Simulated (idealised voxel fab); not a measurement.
You're looking at the process module voxel plated lines.
It is cross-section cut that appears here, measuring 180 nm in width, its square cells being 5 nm in size.
For the purposes of this document, a cross-section shall be understood as a grid of square cells, specified as bands listed in top-to-bottom order, each band consisting of one or more rows of cells.
Read a band's entry like this: the first values are the height of its top and the height of its bottom in nm, and what follows is the sequence of materials from left to right, each with its width in nm. Note that "empty" is empty space, and that a single material marked "everywhere" reaches across the band from edge to edge.
Heights are reckoned from 0. Under this level, the received wafer is all of one material. The bottommost band is open-ended downward, for example "from 0 down".
The two numbers in a width such as "30->40" mark its ends across the band: the first belongs to the top row of cells, the second to the bottom row, and from each row to the next the width moves by the same amount.
It should be understood that the words "same as before", when stated for a given step, signify that the cross-section underwent no change in any of its cells during that step.
The list in "closed voids" covers empty spaces of 8 cells or more that cannot reach the top through any open way, and it gives each as width x height at distance; the distance is from the left edge, and width, height and distance are in nm.
Anything after a step's settings on that line? It's the simulator's own note about the step.
If you see "overlay nm" on a step's line and that step has a mask, it's telling you how far right of where it was planned the mask ended up; a negative number means it went left instead.

-- Planned process steps
1: RECEIVE | material Si
2: CONFORMAL_DEP | material Al2O3 | thk nm 5
3: DIRECTIONAL_DEP | material TiN | thk nm 5
4: PATTERN | tone open | mask id LINES | material resist | width nm 15 | pitch nm 35 | thk nm 40 | overlay nm 0
5: EPI | material Ru | thk nm 10
6: EPI | material Ru | thk nm 5
7: EPI | material Ru | thk nm 5
8: STRIP | etch materials resist
9: DIRECTIONAL_ETCH | etch materials TiN | depth nm 5
10: CONFORMAL_DEP | material SiCN | thk nm 10

-- Step 1 complete: cross-section of the wafer as received
	from 0 down: Si everywhere
	closed voids: none

-- a wafer at the end: this start, this plan, one mistake
	from 40 to 30: SiCN everywhere
	from 30 to 10: Ru 65, then SiCN 15, then Ru 20, then SiCN 15, then Ru 65
	from 10 to 5: TiN 65, then SiCN 15, then TiN 20, then SiCN 15, then TiN 65
	from 5 to 0: Al2O3 everywhere
	from 0 down: Si everywhere
	closed voids: none
In executing the process, a mistake was made relative to the plan: step 4 was not run as planned; what actually ran was PATTERN | tone cover | mask id LINES | material resist | width nm 15 | pitch nm 35 | thk nm 40 | overlay nm 0
